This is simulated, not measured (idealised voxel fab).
The document below concerns the process module designated voxel gate over fins.
Cross-section cut: width 205 nm, square cells of 5 nm.
Each cross-section below is a grid of square cells, stated as bands in top-down order, with one or more rows of cells making up each band. Each band's line starts with the height of the band's top and of its bottom, in nm. Then come its materials from left to right, each with its width in nm. One material with "all across" fills the band from edge to edge. "air" is empty space. We count height from 0. Below that, the starting wafer is all one material. The lowest band never ends at the bottom but goes on down; see "0 down" for how that is written. Note: "30 to 40" means the width goes from the first number (top row of the band) to the second number (bottom row) in equal steps per row of cells. Reading "identical to before" for a step: not a cell of the cross-section changed in it. Listed in "Closed internal cavities": every empty space of 8 or more cells without an open way to the top. Form: width x height at distance, the distance being from the left edge, all in nm. Post-settings text on a step line: simulator's own remark regarding the step. The setting "overlay nm" may be written on the line of a step. When the step uses a mask, the value reports how far to the right of the planned place the mask lay, and a negative value reports that it lay to the left. Quick note on how to read the rest: it's all pairs. You get the cross-section before a process step and the one after, but the after one only goes down as far as the lowest band that changed. The step in between, with its settings, sits under the pair. Heads up, the pairs can come from different runs of this module on the same starting wafer, so don't assume a pair picks up from the one above unless its "Before the step" entry says it does.

BEFORE THE STEP
> 0 down | Si all across
> Closed internal cavities: none

POST-PROCESS VIEW
> 10 to 0 | SiN all across
> Below 0, the layers are the same as they were.
> Closed internal cavities: none
Relating the two cross-sections above, the step in between is op CONFORMAL_DEP | material SiN | thk nm 10

Before the step: This step starts from the configuration shown after the step in the pair immediately above.

POST-PROCESS VIEW
> 20 to 10 | aC all across
> Below 10, the layers are the same as they were.
> Closed internal cavities: none
Relating the two cross-sections above, the step in between is op DIRECTIONAL_DEP | material aC | thk nm 10

Before the step: This step starts from the configuration shown after the step in the pair immediately above.

POST-PROCESS VIEW
> 45 to 20 | 35 of air; 15 of resist; 25 of air; 15 of resist; 25 of air; 15 of resist; 25 of air; 15 of resist; 35 of air
> Below 20, the layers are the same as they were.
> Closed internal cavities: none
Relating the two cross-sections above, the step in between is op PATTERN | tone cover | mask id FINS | material resist | width nm 15 | pitch nm 40 | thk nm 25 | overlay nm 0

Before the step: This step starts from the configuration shown after the step in the pair immediately above.

POST-PROCESS VIEW
> 35 to 20 | 35 of air; 15 of resist; 25 of air; 15 of resist; 25 of air; 15 of resist; 25 of air; 15 of resist; 35 of air
> 20 to 10 | 35 of air; 15 of aC; 25 of air; 15 of aC; 25 of air; 15 of aC; 25 of air; 15 of aC; 35 of air
> Below 10, the layers are the same as they were.
> Closed internal cavities: none
Relating the two cross-sections above, the step in between is op DIRECTIONAL_ETCH | etch materials aC | depth nm 10

Before the step: This step starts from the configuration shown after the step in the pair immediately above.

POST-PROCESS VIEW
> 20 to 10 | 35 of air; 15 of aC; 25 of air; 15 of aC; 25 of air; 15 of aC; 25 of air; 15 of aC; 35 of air
> Below 10, the layers are the same as they were.
> Closed internal cavities: none
Relating the two cross-sections above, the step in between is op STRIP | etch materials resist

Before the step: This step starts from the configuration shown after the step in the pair immediately above.

POST-PROCESS VIEW
> 20 to 10 | 35 of air; 15 of aC; 25 of air; 15 of aC; 25 of air; 15 of aC; 25 of air; 15 of aC; 35 of air
> 10 to 0 | 35 of air; 15 of SiN; 25 of air; 15 of SiN; 25 of air; 15 of SiN; 25 of air; 15 of SiN; 35 of air
> Below 0, the layers are the same as they were.
> Closed internal cavities: none
Relating the two cross-sections above, the step in between is op DIRECTIONAL_ETCH | etch materials SiN | depth nm 10

Before the step: This step starts from the configuration shown after the step in the pair immediately above.

POST-PROCESS VIEW
> 20 to 10 | 35 of air; 15 of aC; 25 of air; 15 of aC; 25 of air; 15 of aC; 25 of air; 15 of aC; 35 of air
> 10 to 0 | 35 of air; 15 of SiN; 25 of air; 15 of SiN; 25 of air; 15 of SiN; 25 of air; 15 of SiN; 35 of air
> 0 to -40 | 35 of air; 15 of Si; 25 of air; 15 of Si; 25 of air; 15 of Si; 25 of air; 15 of Si; 35 of air
> Below -40, the layers are the same as they were.
> Closed internal cavities: none
Relating the two cross-sections above, the step in between is op DIRECTIONAL_ETCH | etch materials Si | depth nm 40

Before the step: This step starts from the configuration shown after the step in the pair immediately above.

POST-PROCESS VIEW
> 10 to 0 | 35 of air; 15 of SiN; 25 of air; 15 of SiN; 25 of air; 15 of SiN; 25 of air; 15 of SiN; 35 of air
> Below 0, the layers are the same as they were.
> Closed internal cavities: none
Relating the two cross-sections above, the step in between is op STRIP | etch materials aC

Before the step: This step starts from the configuration shown after the step in the pair immediately above.

POST-PROCESS VIEW
> 10 to 0 | 35 of air; 15 of SiN; 25 of air; 15 of SiN; 25 of air; 15 of SiN; 25 of air; 15 of SiN; 35 of air
> 0 to -40 | 35 of air; 5 of SiO2; 5 of Si; 5 of SiO2; 25 of air; 5 of SiO2; 5 of Si; 5 of SiO2; 25 of air; 5 of SiO2; 5 of Si; 5 of SiO2; 25 of air; 5 of SiO2; 5 of Si; 5 of SiO2; 35 of air
> -40 to -45 | 40 of SiO2; 5 of Si; 35 of SiO2; 5 of Si; 35 of SiO2; 5 of Si; 35 of SiO2; 5 of Si; 40 of SiO2
> Below -45, the layers are the same as they were.
> Closed internal cavities: none
Relating the two cross-sections above, the step in between is op OXIDIZE | depth nm 5

Before the step: This step starts from the configuration shown after the step in the pair immediately above.

POST-PROCESS VIEW
> 25 to 10 | SiO2 all across
> 10 to 0 | 35 of SiO2; 15 of SiN; 25 of SiO2; 15 of SiN; 25 of SiO2; 15 of SiN; 25 of SiO2; 15 of SiN; 35 of SiO2
> 0 to -45 | 40 of SiO2; 5 of Si; 35 of SiO2; 5 of Si; 35 of SiO2; 5 of Si; 35 of SiO2; 5 of Si; 40 of SiO2
> Below -45, the layers are the same as they were.
> Closed internal cavities: none
Relating the two cross-sections above, the step in between is op FILL_DEP | material SiO2 | thk nm 15

Before the step: This step starts from the configuration shown after the step in the pair immediately above.

POST-PROCESS VIEW
> 10 to 0 | 35 of SiO2; 15 of SiN; 25 of SiO2; 15 of SiN; 25 of SiO2; 15 of SiN; 25 of SiO2; 15 of SiN; 35 of SiO2
> Below 0, the layers are the same as they were.
> Closed internal cavities: none
Relating the two cross-sections above, the step in between is op CMP | height nm 10

Before the step: This step starts from the configuration shown after the step in the pair immediately above.

POST-PROCESS VIEW
> 10 to 0 | 35 of air; 15 of SiN; 25 of air; 15 of SiN; 25 of air; 15 of SiN; 25 of air; 15 of SiN; 35 of air
> 0 to -10 | 40 of air; 5 of Si; 35 of air; 5 of Si; 35 of air; 5 of Si; 35 of air; 5 of Si; 40 of air
> Below -10, the layers are the same as they were.
> Closed internal cavities: none
Relating the two cross-sections above, the step in between is op SELECTIVE_ETCH | etch materials SiO2 | depth nm 20

Before the step: This step starts from the configuration shown after the step in the pair immediately above.

POST-PROCESS VIEW
> 0 to -10 | 40 of air; 5 of Si; 35 of air; 5 of Si; 35 of air; 5 of Si; 35 of air; 5 of Si; 40 of air
> Below -10, the layers are the same as they were.
> Closed internal cavities: none
Relating the two cross-sections above, the step in between is op STRIP | etch materials SiN

Before the step: This step starts from the configuration shown after the step in the pair immediately above.

POST-PROCESS VIEW
> 5 to 0 | 35 of air; 15 of HfO2; 25 of air; 15 of HfO2; 25 of air; 15 of HfO2; 25 of air; 15 of HfO2; 35 of air
> 0 to -5 | 35 of air; 5 of HfO2; 5 of Si; 5 of HfO2; 25 of air; 5 of HfO2; 5 of Si; 5 of HfO2; 25 of air; 5 of HfO2; 5 of Si; 5 of HfO2; 25 of air; 5 of HfO2; 5 of Si; 5 of HfO2; 35 of air
> -5 to -10 | 40 of HfO2; 5 of Si; 35 of HfO2; 5 of Si; 35 of HfO2; 5 of Si; 35 of HfO2; 5 of Si; 40 of HfO2
> Below -10, the layers are the same as they were.
> Closed internal cavities: none
Relating the two cross-sections above, the step in between is op CONFORMAL_DEP | material HfO2 | thk nm 5

Before the step: This step starts from the configuration shown after the step in the pair immediately above.

POST-PROCESS VIEW
> 10 to 5 | 30 of air; 25 of TiN; 15 of air; 25 of TiN; 15 of air; 25 of TiN; 15 of air; 25 of TiN; 30 of air
> 5 to 0 | 30 of air; 5 of TiN; 15 of HfO2; 5 of TiN; 15 of air; 5 of TiN; 15 of HfO2; 5 of TiN; 15 of air; 5 of TiN; 15 of HfO2; 5 of TiN; 15 of air; 5 of TiN; 15 of HfO2; 5 of TiN; 30 of air
> 0 to -5 | 35 of TiN; 5 of HfO2; 5 of Si; 5 of HfO2; 25 of TiN; 5 of HfO2; 5 of Si; 5 of HfO2; 25 of TiN; 5 of HfO2; 5 of Si; 5 of HfO2; 25 of TiN; 5 of HfO2; 5 of Si; 5 of HfO2; 35 of TiN
> Below -5, the layers are the same as they were.
> Closed internal cavities: none
Relating the two cross-sections above, the step in between is op CONFORMAL_DEP | material TiN | thk nm 5

Before the step: This step starts from the configuration shown after the step in the pair immediately above.

POST-PROCESS VIEW
> 20 to 10 | W all across
> 10 to 5 | 30 of W; 25 of TiN; 15 of W; 25 of TiN; 15 of W; 25 of TiN; 15 of W; 25 of TiN; 30 of W
> 5 to 0 | 30 of W; 5 of TiN; 15 of HfO2; 5 of TiN; 15 of W; 5 of TiN; 15 of HfO2; 5 of TiN; 15 of W; 5 of TiN; 15 of HfO2; 5 of TiN; 15 of W; 5 of TiN; 15 of HfO2; 5 of TiN; 30 of W
> Below 0, the layers are the same as they were.
> Closed internal cavities: none
Relating the two cross-sections above, the step in between is op FILL_DEP | material W | thk nm 10

Before the step: This step starts from the configuration shown after the step in the pair immediately above.

POST-PROCESS VIEW
> 15 to 10 | W all across
> Below 10, the layers are the same as they were.
> Closed internal cavities: none
Relating the two cross-sections above, the step in between is op CMP | height nm 15

Before the step: This step starts from the configuration shown after the step in the pair immediately above.

POST-PROCESS VIEW
> 20 to 15 | SiCN all across
> Below 15, the layers are the same as they were.
> Closed internal cavities: none
Relating the two cross-sections above, the step in between is op CONFORMAL_DEP | material SiCN | thk nm 5

BEFORE THE STEP
> 25 to 10 | SiO2 all across
> 10 to 0 | 35 of SiO2; 15 of SiN; 25 of SiO2; 15 of SiN; 25 of SiO2; 15 of SiN; 25 of SiO2; 15 of SiN; 35 of SiO2
> 0 to -45 | 40 of SiO2; 5 of Si; 35 of SiO2; 5 of Si; 35 of SiO2; 5 of Si; 35 of SiO2; 5 of Si; 40 of SiO2
> -45 down | Si all across
> Closed internal cavities: none

POST-PROCESS VIEW
> 10 to 5 | 35 of air; 15 of SiN; 25 of air; 15 of SiN; 25 of air; 15 of SiN; 25 of air; 15 of SiN; 35 of air
> Below 5, the layers are the same as they were.
> Closed internal cavities: none
Relating the two cross-sections above, the step in between is op SELECTIVE_ETCH | etch materials SiO2 | depth nm 20

Before the step: This step starts from the configuration shown after the step in the pair immediately above.

POST-PROCESS VIEW
> 5 to 0 | 35 of SiO2; 15 of air; 25 of SiO2; 15 of air; 25 of SiO2; 15 of air; 25 of SiO2; 15 of air; 35 of SiO2
> Below 0, the layers are the same as they were.
> Closed internal cavities: none
Relating the two cross-sections above, the step in between is op STRIP | etch materials SiN

Before the step: This step starts from the configuration shown after the step in the pair immediately above.

POST-PROCESS VIEW
> 10 to 5 | 40 of HfO2; 5 of air; 35 of HfO2; 5 of air; 35 of HfO2; 5 of air; 35 of HfO2; 5 of air; 40 of HfO2
> 5 to 0 | 35 of SiO2; 15 of HfO2; 25 of SiO2; 15 of HfO2; 25 of SiO2; 15 of HfO2; 25 of SiO2; 15 of HfO2; 35 of SiO2
> Below 0, the layers are the same as they were.
> Closed internal cavities: none
Relating the two cross-sections above, the step in between is op CONFORMAL_DEP | material HfO2 | thk nm 5

Before the step: This step starts from the configuration shown after the step in the pair immediately above.

POST-PROCESS VIEW
> 15 to 10 | TiN all across
> 10 to 5 | 40 of HfO2; 5 of TiN; 35 of HfO2; 5 of TiN; 35 of HfO2; 5 of TiN; 35 of HfO2; 5 of TiN; 40 of HfO2
> Below 5, the layers are the same as they were.
> Closed internal cavities: none
Relating the two cross-sections above, the step in between is op CONFORMAL_DEP | material TiN | thk nm 5

Before the step: This step starts from the configuration shown after the step in the pair immediately above.

POST-PROCESS VIEW
> 25 to 15 | W all across
> Below 15, the layers are the same as they were.
> Closed internal cavities: none
Relating the two cross-sections above, the step in between is op FILL_DEP | material W | thk nm 10

Before the step: This step starts from the configuration shown after the step in the pair immediately above.

POST-PROCESS VIEW
> 15 to 10 | TiN all across
> Below 10, the layers are the same as they were.
> Closed internal cavities: none
Relating the two cross-sections above, the step in between is op CMP | height nm 15

Before the step: This step starts from the configuration shown after the step in the pair immediately above.

POST-PROCESS VIEW
> 20 to 15 | SiCN all across
> Below 15, the layers are the same as they were.
> Closed internal cavities: none
Relating the two cross-sections above, the step in between is op CONFORMAL_DEP | material SiCN | thk nm 5

BEFORE THE STEP
> 10 to 0 | 35 of air; 15 of SiN; 25 of air; 15 of SiN; 25 of air; 15 of SiN; 25 of air; 15 of SiN; 35 of air
> 0 to -10 | 40 of air; 5 of Si; 35 of air; 5 of Si; 35 of air; 5 of Si; 35 of air; 5 of Si; 40 of air
> -10 to -45 | 40 of SiO2; 5 of Si; 35 of SiO2; 5 of Si; 35 of SiO2; 5 of Si; 35 of SiO2; 5 of Si; 40 of SiO2
> -45 down | Si all across
> Closed internal cavities: none

POST-PROCESS VIEW
> 10 to 0 | 35 of air; 15 of SiN; 25 of air; 15 of SiN; 25 of air; 15 of SiN; 25 of air; 15 of SiN; 35 of air
> 0 to -30 | 40 of air; 5 of Si; 35 of air; 5 of Si; 35 of air; 5 of Si; 35 of air; 5 of Si; 40 of air
> Below -30, the layers are the same as they were.
> Closed internal cavities: none
Relating the two cross-sections above, the step in between is op SELECTIVE_ETCH | etch materials SiO2 | depth nm 20

Before the step: This step starts from the configuration shown after the step in the pair immediately above.

POST-PROCESS VIEW
> 0 to -30 | 40 of air; 5 of Si; 35 of air; 5 of Si; 35 of air; 5 of Si; 35 of air; 5 of Si; 40 of air
> Below -30, the layers are the same as they were.
> Closed internal cavities: none
Relating the two cross-sections above, the step in between is op STRIP | etch materials SiN

Before the step: This step starts from the configuration shown after the step in the pair immediately above.

POST-PROCESS VIEW
> 5 to 0 | 35 of air; 15 of HfO2; 25 of air; 15 of HfO2; 25 of air; 15 of HfO2; 25 of air; 15 of HfO2; 35 of air
> 0 to -25 | 35 of air; 5 of HfO2; 5 of Si; 5 of HfO2; 25 of air; 5 of HfO2; 5 of Si; 5 of HfO2; 25 of air; 5 of HfO2; 5 of Si; 5 of HfO2; 25 of air; 5 of HfO2; 5 of Si; 5 of HfO2; 35 of air
> -25 to -30 | 40 of HfO2; 5 of Si; 35 of HfO2; 5 of Si; 35 of HfO2; 5 of Si; 35 of HfO2; 5 of Si; 40 of HfO2
> Below -30, the layers are the same as they were.
> Closed internal cavities: none
Relating the two cross-sections above, the step in between is op CONFORMAL_DEP | material HfO2 | thk nm 5

Before the step: This step starts from the configuration shown after the step in the pair immediately above.

POST-PROCESS VIEW
> 10 to 5 | 30 of air; 25 of TiN; 15 of air; 25 of TiN; 15 of air; 25 of TiN; 15 of air; 25 of TiN; 30 of air
> 5 to 0 | 30 of air; 5 of TiN; 15 of HfO2; 5 of TiN; 15 of air; 5 of TiN; 15 of HfO2; 5 of TiN; 15 of air; 5 of TiN; 15 of HfO2; 5 of TiN; 15 of air; 5 of TiN; 15 of HfO2; 5 of TiN; 30 of air
> 0 to -20 | 30 of air; 5 of TiN; 5 of HfO2; 5 of Si; 5 of HfO2; 5 of TiN; 15 of air; 5 of TiN; 5 of HfO2; 5 of Si; 5 of HfO2; 5 of TiN; 15 of air; 5 of TiN; 5 of HfO2; 5 of Si; 5 of HfO2; 5 of TiN; 15 of air; 5 of TiN; 5 of HfO2; 5 of Si; 5 of HfO2; 5 of TiN; 30 of air
> -20 to -25 | 35 of TiN; 5 of HfO2; 5 of Si; 5 of HfO2; 25 of TiN; 5 of HfO2; 5 of Si; 5 of HfO2; 25 of TiN; 5 of HfO2; 5 of Si; 5 of HfO2; 25 of TiN; 5 of HfO2; 5 of Si; 5 of HfO2; 35 of TiN
> Below -25, the layers are the same as they were.
> Closed internal cavities: none
Relating the two cross-sections above, the step in between is op CONFORMAL_DEP | material TiN | thk nm 5

Before the step: This step starts from the configuration shown after the step in the pair immediately above.

POST-PROCESS VIEW
> 20 to 10 | W all across
> 10 to 5 | 30 of W; 25 of TiN; 15 of W; 25 of TiN; 15 of W; 25 of TiN; 15 of W; 25 of TiN; 30 of W
> 5 to 0 | 30 of W; 5 of TiN; 15 of HfO2; 5 of TiN; 15 of W; 5 of TiN; 15 of HfO2; 5 of TiN; 15 of W; 5 of TiN; 15 of HfO2; 5 of TiN; 15 of W; 5 of TiN; 15 of HfO2; 5 of TiN; 30 of W
> 0 to -20 | 30 of W; 5 of TiN; 5 of HfO2; 5 of Si; 5 of HfO2; 5 of TiN; 15 of W; 5 of TiN; 5 of HfO2; 5 of Si; 5 of HfO2; 5 of TiN; 15 of W; 5 of TiN; 5 of HfO2; 5 of Si; 5 of HfO2; 5 of TiN; 15 of W; 5 of TiN; 5 of HfO2; 5 of Si; 5 of HfO2; 5 of TiN; 30 of W
> Below -20, the layers are the same as they were.
> Closed internal cavities: none
Relating the two cross-sections above, the step in between is op FILL_DEP | material W | thk nm 10

Before the step: This step starts from the configuration shown after the step in the pair immediately above.

POST-PROCESS VIEW
> 15 to 10 | W all across
> Below 10, the layers are the same as they were.
> Closed internal cavities: none
Relating the two cross-sections above, the step in between is op CMP | height nm 15

Before the step: This step starts from the configuration shown after the step in the pair immediately above.

POST-PROCESS VIEW
> 20 to 15 | SiCN all across
> Below 15, the layers are the same as they were.
> Closed internal cavities: none
Relating the two cross-sections above, the step in between is op CONFORMAL_DEP | material SiCN | thk nm 5

BEFORE THE STEP
> 0 to -10 | 40 of air; 5 of Si; 35 of air; 5 of Si; 35 of air; 5 of Si; 35 of air; 5 of Si; 40 of air
> -10 to -45 | 40 of SiO2; 5 of Si; 35 of SiO2; 5 of Si; 35 of SiO2; 5 of Si; 35 of SiO2; 5 of Si; 40 of SiO2
> -45 down | Si all across
> Closed internal cavities: none

POST-PROCESS VIEW
> 5 to 0 | 35 of air; 15 of TiN; 25 of air; 15 of TiN; 25 of air; 15 of TiN; 25 of air; 15 of TiN; 35 of air
> 0 to -5 | 35 of air; 5 of TiN; 5 of Si; 5 of TiN; 25 of air; 5 of TiN; 5 of Si; 5 of TiN; 25 of air; 5 of TiN; 5 of Si; 5 of TiN; 25 of air; 5 of TiN; 5 of Si; 5 of TiN; 35 of air
> -5 to -10 | 40 of TiN; 5 of Si; 35 of TiN; 5 of Si; 35 of TiN; 5 of Si; 35 of TiN; 5 of Si; 40 of TiN
> Below -10, the layers are the same as they were.
> Closed internal cavities: none
Relating the two cross-sections above, the step in between is op CONFORMAL_DEP | material TiN | thk nm 5

Before the step: This step starts from the configuration shown after the step in the pair immediately above.

POST-PROCESS VIEW
> 10 to 5 | 30 of air; 25 of HfO2; 15 of air; 25 of HfO2; 15 of air; 25 of HfO2; 15 of air; 25 of HfO2; 30 of air
> 5 to 0 | 30 of air; 5 of HfO2; 15 of TiN; 5 of HfO2; 15 of air; 5 of HfO2; 15 of TiN; 5 of HfO2; 15 of air; 5 of HfO2; 15 of TiN; 5 of HfO2; 15 of air; 5 of HfO2; 15 of TiN; 5 of HfO2; 30 of air
> 0 to -5 | 35 of HfO2; 5 of TiN; 5 of Si; 5 of TiN; 25 of HfO2; 5 of TiN; 5 of Si; 5 of TiN; 25 of HfO2; 5 of TiN; 5 of Si; 5 of TiN; 25 of HfO2; 5 of TiN; 5 of Si; 5 of TiN; 35 of HfO2
> Below -5, the layers are the same as they were.
> Closed internal cavities: none
Relating the two cross-sections above, the step in between is op CONFORMAL_DEP | material HfO2 | thk nm 5

Before the step: This step starts from the configuration shown after the step in the pair immediately above.

POST-PROCESS VIEW
> 20 to 10 | W all across
> 10 to 5 | 30 of W; 25 of HfO2; 15 of W; 25 of HfO2; 15 of W; 25 of HfO2; 15 of W; 25 of HfO2; 30 of W
> 5 to 0 | 30 of W; 5 of HfO2; 15 of TiN; 5 of HfO2; 15 of W; 5 of HfO2; 15 of TiN; 5 of HfO2; 15 of W; 5 of HfO2; 15 of TiN; 5 of HfO2; 15 of W; 5 of HfO2; 15 of TiN; 5 of HfO2; 30 of W
> Below 0, the layers are the same as they were.
> Closed internal cavities: none
Relating the two cross-sections above, the step in between is op FILL_DEP | material W | thk nm 10

Before the step: This step starts from the configuration shown after the step in the pair immediately above.

POST-PROCESS VIEW
> 15 to 10 | W all across
> Below 10, the layers are the same as they were.
> Closed internal cavities: none
Relating the two cross-sections above, the step in between is op CMP | height nm 15

Before the step: This step starts from the configuration shown after the step in the pair immediately above.

POST-PROCESS VIEW
> 20 to 15 | SiCN all across
> Below 15, the layers are the same as they were.
> Closed internal cavities: none
Relating the two cross-sections above, the step in between is op CONFORMAL_DEP | material SiCN | thk nm 5

BEFORE THE STEP
> 0 to -10 | 40 of air; 5 of Si; 35 of air; 5 of Si; 35 of air; 5 of Si; 35 of air; 5 of Si; 40 of air
> -10 to -45 | 40 of SiO2; 5 of Si; 35 of SiO2; 5 of Si; 35 of SiO2; 5 of Si; 35 of SiO2; 5 of Si; 40 of SiO2
> -45 down | Si all across
> Closed internal cavities: none

POST-PROCESS VIEW
> 15 to 5 | 25 of air; 35 of HfO2; 5 of air; 35 of HfO2; 5 of air; 35 of HfO2; 5 of air; 35 of HfO2; 25 of air
> 5 to 0 | HfO2 all across
> 0 to -10 | 40 of HfO2; 5 of Si; 35 of HfO2; 5 of Si; 35 of HfO2; 5 of Si; 35 of HfO2; 5 of Si; 40 of HfO2
> Below -10, the layers are the same as they were.
> Closed internal cavities: none
Relating the two cross-sections above, the step in between is op CONFORMAL_DEP | material HfO2 | thk nm 15

Before the step: This step starts from the configuration shown after the step in the pair immediately above.

POST-PROCESS VIEW
> 20 to 15 | 20 of air; 165 of TiN; 20 of air
> 15 to 10 | 20 of air; 5 of TiN; 35 of HfO2; 5 of TiN; 35 of HfO2; 5 of TiN; 35 of HfO2; 5 of TiN; 35 of HfO2; 5 of TiN; 20 of air
> 10 to 5 | 25 of TiN; 35 of HfO2; 5 of TiN; 35 of HfO2; 5 of TiN; 35 of HfO2; 5 of TiN; 35 of HfO2; 25 of TiN
> Below 5, the layers are the same as they were.
> Closed internal cavities: none
Relating the two cross-sections above, the step in between is op CONFORMAL_DEP | material TiN | thk nm 5

Before the step: This step starts from the configuration shown after the step in the pair immediately above.

POST-PROCESS VIEW
> 30 to 20 | W all across
> 20 to 15 | 20 of W; 165 of TiN; 20 of W
> 15 to 10 | 20 of W; 5 of TiN; 35 of HfO2; 5 of TiN; 35 of HfO2; 5 of TiN; 35 of HfO2; 5 of TiN; 35 of HfO2; 5 of TiN; 20 of W
> Below 10, the layers are the same as they were.
> Closed internal cavities: none
Relating the two cross-sections above, the step in between is op FILL_DEP | material W | thk nm 10

Before the step: This step starts from the configuration shown after the step in the pair immediately above.

POST-PROCESS VIEW
> 15 to 10 | 20 of W; 5 of TiN; 35 of HfO2; 5 of TiN; 35 of HfO2; 5 of TiN; 35 of HfO2; 5 of TiN; 35 of HfO2; 5 of TiN; 20 of W
> Below 10, the layers are the same as they were.
> Closed internal cavities: none
Relating the two cross-sections above, the step in between is op CMP | height nm 15

Before the step: This step starts from the configuration shown after the step in the pair immediately above.

POST-PROCESS VIEW
> 20 to 15 | SiCN all across
> Below 15, the layers are the same as they were.
> Closed internal cavities: none
Relating the two cross-sections above, the step in between is op CONFORMAL_DEP | material SiCN | thk nm 5

BEFORE THE STEP
> 20 to 10 | aC all across
> 10 to 0 | SiN all across
> 0 down | Si all across
> Closed internal cavities: none

POST-PROCESS VIEW
> 45 to 20 | 30 of air; 25 of resist; 15 of air; 25 of resist; 15 of air; 25 of resist; 15 of air; 25 of resist; 30 of air
> Below 20, the layers are the same as they were.
> Closed internal cavities: none
Relating the two cross-sections above, the step in between is op PATTERN | tone cover | mask id FINS | material resist | width nm 25 | pitch nm 40 | thk nm 25 | overlay nm 0

Before the step: This step starts from the configuration shown after the step in the pair immediately above.

POST-PROCESS VIEW
> 35 to 20 | 30 of air; 25 of resist; 15 of air; 25 of resist; 15 of air; 25 of resist; 15 of air; 25 of resist; 30 of air
> 20 to 10 | 30 of air; 25 of aC; 15 of air; 25 of aC; 15 of air; 25 of aC; 15 of air; 25 of aC; 30 of air
> Below 10, the layers are the same as they were.
> Closed internal cavities: none
Relating the two cross-sections above, the step in between is op DIRECTIONAL_ETCH | etch materials aC | depth nm 10

Before the step: This step starts from the configuration shown after the step in the pair immediately above.

POST-PROCESS VIEW
> 20 to 10 | 30 of air; 25 of aC; 15 of air; 25 of aC; 15 of air; 25 of aC; 15 of air; 25 of aC; 30 of air
> Below 10, the layers are the same as they were.
> Closed internal cavities: none
Relating the two cross-sections above, the step in between is op STRIP | etch materials resist

Before the step: This step starts from the configuration shown after the step in the pair immediately above.

POST-PROCESS VIEW
> 20 to 10 | 30 of air; 25 of aC; 15 of air; 25 of aC; 15 of air; 25 of aC; 15 of air; 25 of aC; 30 of air
> 10 to 0 | 30 of air; 25 of SiN; 15 of air; 25 of SiN; 15 of air; 25 of SiN; 15 of air; 25 of SiN; 30 of air
> Below 0, the layers are the same as they were.
> Closed internal cavities: none
Relating the two cross-sections above, the step in between is op DIRECTIONAL_ETCH | etch materials SiN | depth nm 10

Before the step: This step starts from the configuration shown after the step in the pair immediately above.

POST-PROCESS VIEW
> 20 to 10 | 30 of air; 25 of aC; 15 of air; 25 of aC; 15 of air; 25 of aC; 15 of air; 25 of aC; 30 of air
> 10 to 0 | 30 of air; 25 of SiN; 15 of air; 25 of SiN; 15 of air; 25 of SiN; 15 of air; 25 of SiN; 30 of air
> 0 to -40 | 30 of air; 25 of Si; 15 of air; 25 of Si; 15 of air; 25 of Si; 15 of air; 25 of Si; 30 of air
> Below -40, the layers are the same as they were.
> Closed internal cavities: none
Relating the two cross-sections above, the step in between is op DIRECTIONAL_ETCH | etch materials Si | depth nm 40

Before the step: This step starts from the configuration shown after the step in the pair immediately above.

POST-PROCESS VIEW
> 10 to 0 | 30 of air; 25 of SiN; 15 of air; 25 of SiN; 15 of air; 25 of SiN; 15 of air; 25 of SiN; 30 of air
> Below 0, the layers are the same as they were.
> Closed internal cavities: none
Relating the two cross-sections above, the step in between is op STRIP | etch materials aC

Before the step: This step starts from the configuration shown after the step in the pair immediately above.

POST-PROCESS VIEW
> 10 to 0 | 30 of air; 25 of SiN; 15 of air; 25 of SiN; 15 of air; 25 of SiN; 15 of air; 25 of SiN; 30 of air
> 0 to -40 | 30 of air; 5 of SiO2; 15 of Si; 5 of SiO2; 15 of air; 5 of SiO2; 15 of Si; 5 of SiO2; 15 of air; 5 of SiO2; 15 of Si; 5 of SiO2; 15 of air; 5 of SiO2; 15 of Si; 5 of SiO2; 30 of air
> -40 to -45 | 35 of SiO2; 15 of Si; 25 of SiO2; 15 of Si; 25 of SiO2; 15 of Si; 25 of SiO2; 15 of Si; 35 of SiO2
> Below -45, the layers are the same as they were.
> Closed internal cavities: none
Relating the two cross-sections above, the step in between is op OXIDIZE | depth nm 5

Before the step: This step starts from the configuration shown after the step in the pair immediately above.

POST-PROCESS VIEW
> 25 to 10 | SiO2 all across
> 10 to 0 | 30 of SiO2; 25 of SiN; 15 of SiO2; 25 of SiN; 15 of SiO2; 25 of SiN; 15 of SiO2; 25 of SiN; 30 of SiO2
> 0 to -45 | 35 of SiO2; 15 of Si; 25 of SiO2; 15 of Si; 25 of SiO2; 15 of Si; 25 of SiO2; 15 of Si; 35 of SiO2
> Below -45, the layers are the same as they were.
> Closed internal cavities: none
Relating the two cross-sections above, the step in between is op FILL_DEP | material SiO2 | thk nm 15

Before the step: This step starts from the configuration shown after the step in the pair immediately above.

POST-PROCESS VIEW
> 10 to 0 | 30 of SiO2; 25 of SiN; 15 of SiO2; 25 of SiN; 15 of SiO2; 25 of SiN; 15 of SiO2; 25 of SiN; 30 of SiO2
> Below 0, the layers are the same as they were.
> Closed internal cavities: none
Relating the two cross-sections above, the step in between is op CMP | height nm 10

Before the step: This step starts from the configuration shown after the step in the pair immediately above.

POST-PROCESS VIEW
> 10 to 0 | 30 of air; 25 of SiN; 15 of air; 25 of SiN; 15 of air; 25 of SiN; 15 of air; 25 of SiN; 30 of air
> 0 to -10 | 35 of air; 15 of Si; 25 of air; 15 of Si; 25 of air; 15 of Si; 25 of air; 15 of Si; 35 of air
> Below -10, the layers are the same as they were.
> Closed internal cavities: none
Relating the two cross-sections above, the step in between is op SELECTIVE_ETCH | etch materials SiO2 | depth nm 20

Before the step: This step starts from the configuration shown after the step in the pair immediately above.

POST-PROCESS VIEW
> 0 to -10 | 35 of air; 15 of Si; 25 of air; 15 of Si; 25 of air; 15 of Si; 25 of air; 15 of Si; 35 of air
> Below -10, the layers are the same as they were.
> Closed internal cavities: none
Relating the two cross-sections above, the step in between is op STRIP | etch materials SiN

Before the step: This step starts from the configuration shown after the step in the pair immediately above.

POST-PROCESS VIEW
> 5 to 0 | 30 of air; 25 of HfO2; 15 of air; 25 of HfO2; 15 of air; 25 of HfO2; 15 of air; 25 of HfO2; 30 of air
> 0 to -5 | 30 of air; 5 of HfO2; 15 of Si; 5 of HfO2; 15 of air; 5 of HfO2; 15 of Si; 5 of HfO2; 15 of air; 5 of HfO2; 15 of Si; 5 of HfO2; 15 of air; 5 of HfO2; 15 of Si; 5 of HfO2; 30 of air
> -5 to -10 | 35 of HfO2; 15 of Si; 25 of HfO2; 15 of Si; 25 of HfO2; 15 of Si; 25 of HfO2; 15 of Si; 35 of HfO2
> Below -10, the layers are the same as they were.
> Closed internal cavities: none
Relating the two cross-sections above, the step in between is op CONFORMAL_DEP | material HfO2 | thk nm 5
